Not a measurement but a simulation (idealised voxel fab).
voxel wiring stack: a process module
Section shown: cut. Width: 255 nm. Cell size: 5 nm, square.
Throughout this document, each cross-section is represented as a grid of square cells and is presented as a sequence of bands enumerated from the top downward, where a band comprises one or more rows of cells. Heads up on the band format: heights come first, top then bottom, in nm. After that it's the materials left to right, each with its width in nm. A single material flagged "full width" fills the whole band edge to edge, and "air" means there's empty space there. Height reference: 0 = level under which incoming wafer is all one material. Lowest band: no bottom, runs on downward, e.g. "z 0 and below". Top row gets the first number, bottom row gets the second, and each row in between changes by the same step: that is how a band width like "30..40" works. "changes: none" for a step: no cell of the cross-section changed in that step. The entry titled "Listed closed voids" provides the empty spaces that have no open way to the top, restricted to those of 8 cells or more. Each is presented as width x height at distance, the distance being measured from the left edge, with all three in nm. On each step's line, the part that comes after the settings is the simulator's own comment on the step. The optional step-line setting "overlay nm" applies to steps with a mask and quantifies how far to the right of its planned location the mask lay, a negative value indicating leftward placement.
# Process steps foreseen in the plan
1: RECEIVE with material Si
2: CONFORMAL_DEP with material SiO2, thk nm 15
3: DIRECTIONAL_DEP with material TiN, thk nm 5
4: DIRECTIONAL_DEP with material Ru, thk nm 20
5: MASKED_ETCH with tone cover, mask id METAL_1, width nm 30, pitch nm 60, etch materials Ru, depth nm 20, overlay nm 0
6: MASKED_ETCH with tone cover, mask id METAL_1, width nm 30, pitch nm 60, etch materials TiN, depth nm 5, overlay nm 0
7: CONFORMAL_DEP with material SiN, thk nm 5
8: FILL_DEP with material SiO2, thk nm 10
9: CMP with height nm 40
10: CONFORMAL_DEP with material SiCN, thk nm 5
11: DIRECTIONAL_DEP with material lowk, thk nm 30
12: PATTERN with tone open, mask id METAL_2, material resist, width nm 30, pitch nm 60, thk nm 15, overlay nm 0
13: DIRECTIONAL_ETCH with etch materials lowk, depth nm 20
14: STRIP with etch materials resist
15: MASKED_ETCH with tone open, mask id METAL_2_HOLES, width nm 15, pitch nm 120, etch materials lowk, depth nm 10, overlay nm 0
16: MASKED_ETCH with tone open, mask id METAL_2_HOLES, width nm 15, pitch nm 120, etch materials SiCN, depth nm 5, overlay nm 0
17: CONFORMAL_DEP with material TiN, thk nm 5
18: FILL_DEP with material Cu, thk nm 5
19: CMP with height nm 75
20: CONFORMAL_DEP with material SiCN, thk nm 5
21: DIRECTIONAL_DEP with material SiO2, thk nm 30
22: MASKED_ETCH with tone open, mask id METAL_3, width nm 30, pitch nm 60, etch materials SiO2, depth nm 15, overlay nm 0
23: MASKED_ETCH with tone open, mask id METAL_3_HOLES, width nm 15, pitch nm 120, etch materials SiO2, depth nm 15, overlay nm 0
24: MASKED_ETCH with tone open, mask id METAL_3_HOLES, width nm 15, pitch nm 120, etch materials SiCN, depth nm 5, overlay nm 0
25: CONFORMAL_DEP with material TiN, thk nm 5
26: FILL_DEP with material Cu, thk nm 10
27: CMP with height nm 110
28: CONFORMAL_DEP with material SiCN, thk nm 5
29: DIRECTIONAL_DEP with material SiO2, thk nm 30
30: PATTERN with tone open, mask id METAL_4, material resist, width nm 30, pitch nm 60, thk nm 15, overlay nm 0
31: DIRECTIONAL_ETCH with etch materials SiO2, depth nm 15
32: STRIP with etch materials resist
33: MASKED_ETCH with tone open, mask id METAL_4_HOLES, width nm 15, pitch nm 60, etch materials SiO2, depth nm 15, overlay nm 0
34: MASKED_ETCH with tone open, mask id METAL_4_HOLES, width nm 15, pitch nm 60, etch materials SiCN, depth nm 5, overlay nm 0
35: CONFORMAL_DEP with material TiN, thk nm 5
36: FILL_DEP with material Cu, thk nm 10
37: CMP with height nm 145
38: CONFORMAL_DEP with material SiN, thk nm 5
# Wafer cross-section on receipt, i.e. after step 1
  z 0 and below  Si full width
  Listed closed voids: none
# The first of two wafers, cross-sectioned at the end of the module, with the run proceeding as planned
  z 150 to 145  SiN full width
  z 145 to 135  SiO2 20 nm / TiN 5 nm / Cu 20 nm / TiN 5 nm / SiO2 30 nm / TiN 5 nm / Cu 20 nm / TiN 5 nm / SiO2 30 nm / TiN 5 nm / Cu 20 nm / TiN 5 nm / SiO2 30 nm / TiN 5 nm / Cu 20 nm / TiN 5 nm / SiO2 25 nm
  z 135 to 130  SiO2 20 nm / TiN 5 nm / Cu 5 nm / TiN 20 nm / SiO2 30 nm / TiN 5 nm / Cu 5 nm / TiN 20 nm / SiO2 30 nm / TiN 5 nm / Cu 5 nm / TiN 20 nm / SiO2 30 nm / TiN 5 nm / Cu 5 nm / TiN 20 nm / SiO2 25 nm
  z 130 to 115  SiO2 20 nm / TiN 5 nm / Cu 5 nm / TiN 5 nm / SiO2 45 nm / TiN 5 nm / Cu 5 nm / TiN 5 nm / SiO2 45 nm / TiN 5 nm / Cu 5 nm / TiN 5 nm / SiO2 45 nm / TiN 5 nm / Cu 5 nm / TiN 5 nm / SiO2 40 nm
  z 115 to 110  SiCN 20 nm / TiN 15 nm / SiCN 45 nm / TiN 15 nm / SiCN 45 nm / TiN 15 nm / SiCN 45 nm / TiN 15 nm / SiCN 40 nm
  z 110 to 100  SiO2 20 nm / TiN 5 nm / Cu 20 nm / TiN 5 nm / SiO2 30 nm / TiN 5 nm / Cu 20 nm / TiN 5 nm / SiO2 30 nm / TiN 5 nm / Cu 20 nm / TiN 5 nm / SiO2 30 nm / TiN 5 nm / Cu 20 nm / TiN 5 nm / SiO2 25 nm
  z 100 to 95  SiO2 20 nm / TiN 5 nm / Cu 5 nm / TiN 20 nm / SiO2 30 nm / TiN 30 nm / SiO2 30 nm / TiN 5 nm / Cu 5 nm / TiN 20 nm / SiO2 30 nm / TiN 30 nm / SiO2 25 nm
  z 95 to 80  SiO2 20 nm / TiN 5 nm / Cu 5 nm / TiN 5 nm / SiO2 105 nm / TiN 5 nm / Cu 5 nm / TiN 5 nm / SiO2 100 nm
  z 80 to 75  SiCN 20 nm / TiN 15 nm / SiCN 105 nm / TiN 15 nm / SiCN 100 nm
  z 75 to 60  lowk 20 nm / TiN 5 nm / Cu 20 nm / TiN 5 nm / lowk 30 nm / TiN 5 nm / Cu 20 nm / TiN 5 nm / lowk 30 nm / TiN 5 nm / Cu 20 nm / TiN 5 nm / lowk 30 nm / TiN 5 nm / Cu 20 nm / TiN 5 nm / lowk 25 nm
  z 60 to 55  lowk 20 nm / TiN 5 nm / Cu 5 nm / TiN 20 nm / lowk 30 nm / TiN 30 nm / lowk 30 nm / TiN 5 nm / Cu 5 nm / TiN 20 nm / lowk 30 nm / TiN 30 nm / lowk 25 nm
  z 55 to 45  lowk 20 nm / TiN 5 nm / Cu 5 nm / TiN 5 nm / lowk 105 nm / TiN 5 nm / Cu 5 nm / TiN 5 nm / lowk 100 nm
  z 45 to 40  SiCN 20 nm / TiN 15 nm / SiCN 105 nm / TiN 15 nm / SiCN 100 nm
  z 40 to 20  SiO2 15 nm / SiN 5 nm / Ru 30 nm / SiN 5 nm / SiO2 20 nm / SiN 5 nm / Ru 30 nm / SiN 5 nm / SiO2 20 nm / SiN 5 nm / Ru 30 nm / SiN 5 nm / SiO2 20 nm / SiN 5 nm / Ru 30 nm / SiN 5 nm / SiO2 20 nm
  z 20 to 15  SiN 20 nm / TiN 30 nm / SiN 30 nm / TiN 30 nm / SiN 30 nm / TiN 30 nm / SiN 30 nm / TiN 30 nm / SiN 25 nm
  z 15 to 0  SiO2 full width
  z 0 and below  Si full width
  Listed closed voids: none
# Wafer two, sectioned after the module: the first wafer's start, the first wafer's plan, and one mistake in how it was run
  z 150 to 145  SiN full width
  z 145 to 135  SiO2 20 nm / TiN 5 nm / Cu 20 nm / TiN 5 nm / SiO2 30 nm / TiN 5 nm / Cu 20 nm / TiN 5 nm / SiO2 30 nm / TiN 5 nm / Cu 20 nm / TiN 5 nm / SiO2 30 nm / TiN 5 nm / Cu 20 nm / TiN 5 nm / SiO2 25 nm
  z 135 to 130  SiO2 20 nm / TiN 5 nm / Cu 5 nm / TiN 20 nm / SiO2 30 nm / TiN 5 nm / Cu 5 nm / TiN 20 nm / SiO2 30 nm / TiN 5 nm / Cu 5 nm / TiN 20 nm / SiO2 30 nm / TiN 5 nm / Cu 5 nm / TiN 20 nm / SiO2 25 nm
  z 130 to 115  SiO2 20 nm / TiN 5 nm / Cu 5 nm / TiN 5 nm / SiO2 45 nm / TiN 5 nm / Cu 5 nm / TiN 5 nm / SiO2 45 nm / TiN 5 nm / Cu 5 nm / TiN 5 nm / SiO2 45 nm / TiN 5 nm / Cu 5 nm / TiN 5 nm / SiO2 40 nm
  z 115 to 110  SiCN 20 nm / TiN 15 nm / SiCN 45 nm / TiN 15 nm / SiCN 45 nm / TiN 15 nm / SiCN 45 nm / TiN 15 nm / SiCN 40 nm
  z 110 to 100  SiO2 20 nm / TiN 5 nm / Cu 15 nm / TiN 5 nm / SiO2 40 nm / TiN 5 nm / Cu 10 nm / TiN 5 nm / SiO2 35 nm / TiN 5 nm / Cu 15 nm / TiN 5 nm / SiO2 40 nm / TiN 5 nm / Cu 10 nm / TiN 5 nm / SiO2 30 nm
  z 100 to 95  SiO2 20 nm / TiN 25 nm / SiO2 40 nm / TiN 20 nm / SiO2 35 nm / TiN 25 nm / SiO2 40 nm / TiN 20 nm / SiO2 30 nm
  z 95 to 80  SiO2 25 nm / TiN 10 nm / SiO2 110 nm / TiN 10 nm / SiO2 100 nm
  z 80 to 75  SiCN 25 nm / TiN 10 nm / SiCN 110 nm / TiN 10 nm / SiCN 100 nm
  z 75 to 60  lowk 20 nm / TiN 5 nm / Cu 20 nm / TiN 5 nm / lowk 30 nm / TiN 5 nm / Cu 20 nm / TiN 5 nm / lowk 30 nm / TiN 5 nm / Cu 20 nm / TiN 5 nm / lowk 30 nm / TiN 5 nm / Cu 20 nm / TiN 5 nm / lowk 25 nm
  z 60 to 55  lowk 20 nm / TiN 5 nm / Cu 5 nm / TiN 20 nm / lowk 30 nm / TiN 30 nm / lowk 30 nm / TiN 5 nm / Cu 5 nm / TiN 20 nm / lowk 30 nm / TiN 30 nm / lowk 25 nm
  z 55 to 45  lowk 20 nm / TiN 5 nm / Cu 5 nm / TiN 5 nm / lowk 105 nm / TiN 5 nm / Cu 5 nm / TiN 5 nm / lowk 100 nm
  z 45 to 40  SiCN 20 nm / TiN 15 nm / SiCN 105 nm / TiN 15 nm / SiCN 100 nm
  z 40 to 20  SiO2 15 nm / SiN 5 nm / Ru 30 nm / SiN 5 nm / SiO2 20 nm / SiN 5 nm / Ru 30 nm / SiN 5 nm / SiO2 20 nm / SiN 5 nm / Ru 30 nm / SiN 5 nm / SiO2 20 nm / SiN 5 nm / Ru 30 nm / SiN 5 nm / SiO2 20 nm
  z 20 to 15  SiN 20 nm / TiN 30 nm / SiN 30 nm / TiN 30 nm / SiN 30 nm / TiN 30 nm / SiN 30 nm / TiN 30 nm / SiN 25 nm
  z 15 to 0  SiO2 full width
  z 0 and below  Si full width
  Listed closed voids: none
Where did the run depart from the plan? step 22 off recipe, ran as MASKED_ETCH with tone open, mask id METAL_3, width nm 20, pitch nm 60, etch materials SiO2, depth nm 15, overlay nm 0
Wafer comparison, final, in cells, second relative to first, materials more or fewer: Cu: 20 fewer; SiCN: 2 more; SiO2: 24 more; TiN: 6 fewer
